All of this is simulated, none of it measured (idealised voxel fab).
This is a process module. Its name is voxel double patterning.
This is section cut - it's 230 nm across, gridded in 5 nm square cells.
Cross-section format: a grid of square cells, given as bands from top to bottom; each band is one or more rows of cells. What a band's entry tells you: where the top is and where the bottom is, as heights in nm, and after that what lies inside, material by material from left to right, each with its width in nm. Empty space is written as the word "air", and a single material marked with the word "throughout" occupies the band from edge to edge. Heads up on the height convention: 0 is the point under which the incoming wafer is all one material, and the lowest band has no bottom, it just keeps going down, like "0..down". With a width like "30..40", each row of cells in the band differs from the next by the same amount, the top row carrying the first number and the bottom row the second. Basically "nothing altered" means that step didn't change any cell in the cross-section. Under "Closed voids list" you'll find the enclosed gaps, the ones with no way out to the top, that are 8 cells or bigger; each reads width x height at distance, with distance counted from the left edge, everything in nm. Note: text after step settings on the step line = simulator remark on that step. overlay nm, on a step with a mask: how far to the right of its planned place the mask lay; to the left if negative. Read the rest as pairs. Take the cross-section before one process step, then the cross-section after it, which shows only down to the lowest band that changed. Under the pair, find the step between them and its settings. Bear in mind that pairs may come from different runs of this module on the same starting wafer: link a pair to the pair above it only where its entry headed "Incoming profile" says to.
Incoming profile:
- 0..down | Si throughout
- Closed voids list: none
Post-Process View:
- 5..0 | SiO2 throughout
- Below a height of 0, the structure has not been altered.
- Closed voids list: none
Here is the step that sits between the two cross-sections above: CONFORMAL_DEP, material SiO2, thk nm 5
Incoming profile: Please consult the pair immediately above; the cross-section it shows after its step is the state before this step.
Post-Process View:
- 15..5 | TiN throughout
- Below a height of 5, the structure has not been altered.
- Closed voids list: none
Here is the step that sits between the two cross-sections above: DIRECTIONAL_DEP, material TiN, thk nm 10
Incoming profile: Please consult the pair immediately above; the cross-section it shows after its step is the state before this step.
Post-Process View:
- 20..15 | SiN throughout
- Below a height of 15, the structure has not been altered.
- Closed voids list: none
Here is the step that sits between the two cross-sections above: DIRECTIONAL_DEP, material SiN, thk nm 5
Incoming profile: Please consult the pair immediately above; the cross-section it shows after its step is the state before this step.
Post-Process View:
- 20..15 | SiN 80 nm / air 15 nm / SiN 35 nm / air 15 nm / SiN 85 nm
- Below a height of 15, the structure has not been altered.
- Closed voids list: none
Here is the step that sits between the two cross-sections above: MASKED_ETCH, tone open, mask id FIRST, width nm 15, pitch nm 50, etch materials SiN, depth nm 5, overlay nm 0
Incoming profile: Please consult the pair immediately above; the cross-section it shows after its step is the state before this step.
Post-Process View:
- 20..15 | SiN 80 nm / air 15 nm / SiN 10 nm / air 15 nm / SiN 10 nm / air 15 nm / SiN 85 nm
- Below a height of 15, the structure has not been altered.
- Closed voids list: none
Here is the step that sits between the two cross-sections above: MASKED_ETCH, tone open, mask id SECOND, width nm 15, etch materials SiN, depth nm 5, overlay nm 0
Incoming profile: Please consult the pair immediately above; the cross-section it shows after its step is the state before this step.
Post-Process View:
- 20..15 | SiN 80 nm / air 15 nm / SiN 10 nm / air 15 nm / SiN 10 nm / air 15 nm / SiN 85 nm
- 15..5 | TiN 80 nm / air 15 nm / TiN 10 nm / air 15 nm / TiN 10 nm / air 15 nm / TiN 85 nm
- Below a height of 5, the structure has not been altered.
- Closed voids list: none
Here is the step that sits between the two cross-sections above: DIRECTIONAL_ETCH, etch materials TiN, depth nm 10
Incoming profile: Please consult the pair immediately above; the cross-section it shows after its step is the state before this step.
Post-Process View:
- 15..5 | TiN 80 nm / air 15 nm / TiN 10 nm / air 15 nm / TiN 10 nm / air 15 nm / TiN 85 nm
- Below a height of 5, the structure has not been altered.
- Closed voids list: none
Here is the step that sits between the two cross-sections above: STRIP, etch materials SiN
Incoming profile:
- 0..down | Si throughout
- Closed voids list: none
Post-Process View:
- 10..0 | TiN throughout
- Below a height of 0, the structure has not been altered.
- Closed voids list: none
Here is the step that sits between the two cross-sections above: DIRECTIONAL_DEP, material TiN, thk nm 10
Incoming profile: Please consult the pair immediately above; the cross-section it shows after its step is the state before this step.
Post-Process View:
- 15..10 | SiO2 throughout
- Below a height of 10, the structure has not been altered.
- Closed voids list: none
Here is the step that sits between the two cross-sections above: CONFORMAL_DEP, material SiO2, thk nm 5
Incoming profile: Please consult the pair immediately above; the cross-section it shows after its step is the state before this step.
Post-Process View:
- 20..15 | SiN throughout
- Below a height of 15, the structure has not been altered.
- Closed voids list: none
Here is the step that sits between the two cross-sections above: DIRECTIONAL_DEP, material SiN, thk nm 5
Incoming profile: Please consult the pair immediately above; the cross-section it shows after its step is the state before this step.
Post-Process View:
- 20..15 | SiN 80 nm / air 15 nm / SiN 35 nm / air 15 nm / SiN 85 nm
- Below a height of 15, the structure has not been altered.
- Closed voids list: none
Here is the step that sits between the two cross-sections above: MASKED_ETCH, tone open, mask id FIRST, width nm 15, pitch nm 50, etch materials SiN, depth nm 5, overlay nm 0
Incoming profile: Please consult the pair immediately above; the cross-section it shows after its step is the state before this step.
Post-Process View:
- 20..15 | SiN 80 nm / air 15 nm / SiN 10 nm / air 15 nm / SiN 10 nm / air 15 nm / SiN 85 nm
- Below a height of 15, the structure has not been altered.
- Closed voids list: none
Here is the step that sits between the two cross-sections above: MASKED_ETCH, tone open, mask id SECOND, width nm 15, etch materials SiN, depth nm 5, overlay nm 0
Incoming profile: Please consult the pair immediately above; the cross-section it shows after its step is the state before this step.
Post-Process View:
- 15..10 | SiO2 throughout
- Below a height of 10, the structure has not been altered.
- Closed voids list: none
Here is the step that sits between the two cross-sections above: STRIP, etch materials SiN
Incoming profile:
- 5..0 | SiO2 throughout
- 0..down | Si throughout
- Closed voids list: none
Post-Process View:
- 20..5 | TiN throughout
- Below a height of 5, the structure has not been altered.
- Closed voids list: none
Here is the step that sits between the two cross-sections above: DIRECTIONAL_DEP, material TiN, thk nm 15
Incoming profile: Please consult the pair immediately above; the cross-section it shows after its step is the state before this step.
Post-Process View:
- 25..20 | SiN throughout
- Below a height of 20, the structure has not been altered.
- Closed voids list: none
Here is the step that sits between the two cross-sections above: DIRECTIONAL_DEP, material SiN, thk nm 5
Incoming profile: Please consult the pair immediately above; the cross-section it shows after its step is the state before this step.
Post-Process View:
- 25..20 | SiN 80 nm / air 15 nm / SiN 35 nm / air 15 nm / SiN 85 nm
- Below a height of 20, the structure has not been altered.
- Closed voids list: none
Here is the step that sits between the two cross-sections above: MASKED_ETCH, tone open, mask id FIRST, width nm 15, pitch nm 50, etch materials SiN, depth nm 5, overlay nm 0
Incoming profile: Please consult the pair immediately above; the cross-section it shows after its step is the state before this step.
Post-Process View:
- 25..20 | SiN 80 nm / air 15 nm / SiN 10 nm / air 15 nm / SiN 10 nm / air 15 nm / SiN 85 nm
- Below a height of 20, the structure has not been altered.
- Closed voids list: none
Here is the step that sits between the two cross-sections above: MASKED_ETCH, tone open, mask id SECOND, width nm 15, etch materials SiN, depth nm 5, overlay nm 0
Incoming profile: Please consult the pair immediately above; the cross-section it shows after its step is the state before this step.
Post-Process View:
- 25..20 | SiN 80 nm / air 15 nm / SiN 10 nm / air 15 nm / SiN 10 nm / air 15 nm / SiN 85 nm
- 20..10 | TiN 80 nm / air 15 nm / TiN 10 nm / air 15 nm / TiN 10 nm / air 15 nm / TiN 85 nm
- Below a height of 10, the structure has not been altered.
- Closed voids list: none
Here is the step that sits between the two cross-sections above: DIRECTIONAL_ETCH, etch materials TiN, depth nm 10
Incoming profile: Please consult the pair immediately above; the cross-section it shows after its step is the state before this step.
Post-Process View:
- 20..10 | TiN 80 nm / air 15 nm / TiN 10 nm / air 15 nm / TiN 10 nm / air 15 nm / TiN 85 nm
- Below a height of 10, the structure has not been altered.
- Closed voids list: none
Here is the step that sits between the two cross-sections above: STRIP, etch materials SiN
Incoming profile:
- 20..15 | SiN throughout
- 15..5 | TiN throughout
- 5..0 | SiO2 throughout
- 0..down | Si throughout
- Closed voids list: none
Post-Process View:
- 20..15 | SiN 80 nm / air 20 nm / SiN 30 nm / air 20 nm / SiN 80 nm
- Below a height of 15, the structure has not been altered.
- Closed voids list: none
Here is the step that sits between the two cross-sections above: MASKED_ETCH, tone open, mask id FIRST, width nm 20, pitch nm 50, etch materials SiN, depth nm 5, overlay nm 0
Incoming profile: Please consult the pair immediately above; the cross-section it shows after its step is the state before this step.
Post-Process View:
- 20..15 | SiN 80 nm / air 20 nm / SiN 5 nm / air 15 nm / SiN 10 nm / air 20 nm / SiN 80 nm
- Below a height of 15, the structure has not been altered.
- Closed voids list: none
Here is the step that sits between the two cross-sections above: MASKED_ETCH, tone open, mask id SECOND, width nm 15, etch materials SiN, depth nm 5, overlay nm 0
Incoming profile: Please consult the pair immediately above; the cross-section it shows after its step is the state before this step.
Post-Process View:
- 20..15 | SiN 80 nm / air 20 nm / SiN 5 nm / air 15 nm / SiN 10 nm / air 20 nm / SiN 80 nm
- 15..5 | TiN 80 nm / air 20 nm / TiN 5 nm / air 15 nm / TiN 10 nm / air 20 nm / TiN 80 nm
- Below a height of 5, the structure has not been altered.
- Closed voids list: none
Here is the step that sits between the two cross-sections above: DIRECTIONAL_ETCH, etch materials TiN, depth nm 10
Incoming profile: Please consult the pair immediately above; the cross-section it shows after its step is the state before this step.
Post-Process View:
- 15..5 | TiN 80 nm / air 20 nm / TiN 5 nm / air 15 nm / TiN 10 nm / air 20 nm / TiN 80 nm
- Below a height of 5, the structure has not been altered.
- Closed voids list: none
Here is the step that sits between the two cross-sections above: STRIP, etch materials SiN
Incoming profile:
- 20..15 | SiN 80 nm / air 15 nm / SiN 35 nm / air 15 nm / SiN 85 nm
- 15..5 | TiN throughout
- 5..0 | SiO2 throughout
- 0..down | Si throughout
- Closed voids list: none
Post-Process View:
- 20..15 | SiN 80 nm / air 15 nm / SiN 5 nm / air 15 nm / SiN 15 nm / air 15 nm / SiN 85 nm
- Below a height of 15, the structure has not been altered.
- Closed voids list: none
Here is the step that sits between the two cross-sections above: MASKED_ETCH, tone open, mask id SECOND, width nm 15, etch materials SiN, depth nm 5, overlay nm -5
Incoming profile: Please consult the pair immediately above; the cross-section it shows after its step is the state before this step.
Post-Process View:
- 20..15 | SiN 80 nm / air 15 nm / SiN 5 nm / air 15 nm / SiN 15 nm / air 15 nm / SiN 85 nm
- 15..5 | TiN 80 nm / air 15 nm / TiN 5 nm / air 15 nm / TiN 15 nm / air 15 nm / TiN 85 nm
- Below a height of 5, the structure has not been altered.
- Closed voids list: none
Here is the step that sits between the two cross-sections above: DIRECTIONAL_ETCH, etch materials TiN, depth nm 10
Incoming profile: Please consult the pair immediately above; the cross-section it shows after its step is the state before this step.
Post-Process View:
- 15..5 | TiN 80 nm / air 15 nm / TiN 5 nm / air 15 nm / TiN 15 nm / air 15 nm / TiN 85 nm
- Below a height of 5, the structure has not been altered.
- Closed voids list: none
Here is the step that sits between the two cross-sections above: STRIP, etch materials SiN
Incoming profile:
- 15..5 | TiN throughout
- 5..0 | SiO2 throughout
- 0..down | Si throughout
- Closed voids list: none
Post-Process View:
- 20..15 | SiO2 throughout
- Below a height of 15, the structure has not been altered.
- Closed voids list: none
Here is the step that sits between the two cross-sections above: DIRECTIONAL_DEP, material SiO2, thk nm 5
Incoming profile:
- 20..15 | SiN throughout
- 15..5 | TiN throughout
- 5..0 | SiO2 throughout
- 0..down | Si throughout
- Closed voids list: none
Post-Process View:
- 20..15 | air 80 nm / SiN 15 nm / air 35 nm / SiN 15 nm / air 85 nm
- Below a height of 15, the structure has not been altered.
- Closed voids list: none
Here is the step that sits between the two cross-sections above: MASKED_ETCH, tone cover, mask id FIRST, width nm 15, pitch nm 50, etch materials SiN, depth nm 5, overlay nm 0
Incoming profile: Please consult the pair immediately above; the cross-section it shows after its step is the state before this step.
Post-Process View:
- 20..15 | air 80 nm / SiN 15 nm / air 35 nm / SiN 15 nm / air 85 nm
- 15..5 | air 80 nm / TiN 15 nm / air 35 nm / TiN 15 nm / air 85 nm
- Below a height of 5, the structure has not been altered.
- Closed voids list: none
Here is the step that sits between the two cross-sections above: DIRECTIONAL_ETCH, etch materials TiN, depth nm 10
Incoming profile: Please consult the pair immediately above; the cross-section it shows after its step is the state before this step.
Post-Process View:
- 15..5 | air 80 nm / TiN 15 nm / air 35 nm / TiN 15 nm / air 85 nm
- Below a height of 5, the structure has not been altered.
- Closed voids list: none
Here is the step that sits between the two cross-sections above: STRIP, etch materials SiN
